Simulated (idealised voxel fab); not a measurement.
process module | voxel tone inversion
cross-section cut | 200 nm wide | cells 5 nm
A cross-section is a grid of square cells, given in bands from the top down. A band is one or more rows of cells.
Each band's line starts with the height of the band's top and of its bottom, in nm. Then come its materials from left to right, each with its width in nm. One material with "throughout" fills the band from edge to edge. "air" is empty space.
Height 0 is the level under which the wafer as received is all one material. The lowest band goes on downwards, as in "0 down".
A width such as "30 to 40" changes by the same amount from each row of cells to the next, from the band's top row to its bottom row.
"no change" after a step means that no cell of the cross-section changed.
closed voids: empty space of 8 cells or more with no open way to the top, each as width x height at its distance from the left edge, in nm
after a step's settings: what the simulator itself notes on the step
overlay nm, on a step with a mask: how far to the right of its planned place the mask lay; to the left if negative
plan
1 op RECEIVE | material Si
2 op CONFORMAL_DEP | material SiN | thk nm 5
3 op DIRECTIONAL_DEP | material aC | thk nm 20
4 op PATTERN | tone cover | mask id POSTS | material resist | width nm 25 | pitch nm 40 | thk nm 30 | overlay nm 0
5 op DIRECTIONAL_ETCH | etch materials aC | depth nm 20
6 op STRIP | etch materials resist
7 op FILL_DEP | material lowk | thk nm 10
8 op CMP | height nm 25
9 op STRIP | etch materials aC
10 op CONFORMAL_DEP | material TiN | thk nm 5
11 op FILL_DEP | material Cu | thk nm 10
12 op CMP | height nm 25
13 op CONFORMAL_DEP | material SiN | thk nm 5
as received, after step 1
  0 down: Si throughout
  closed voids: none
first wafer at the end, as planned
  30 to 25: SiN throughout
  25 to 10: lowk 45 | TiN 5 | Cu 15 | TiN 5 | lowk 15 | TiN 5 | Cu 15 | TiN 5 | lowk 15 | TiN 5 | Cu 15 | TiN 5 | lowk 50
  10 to 5: lowk 45 | TiN 25 | lowk 15 | TiN 25 | lowk 15 | TiN 25 | lowk 50
  5 to 0: SiN throughout
  0 down: Si throughout
  closed voids: none
second wafer at the end: like start, like plan, one mistake
  30 to 20: SiN throughout
  20 to 0: aC throughout
  0 down: Si throughout
  closed voids: none
what went wrong: steps 2 and 3 were swapped
at the end the second wafer has, in cells: 27 fewer of Cu | 33 fewer of TiN | 160 more of aC | 100 fewer of lowk
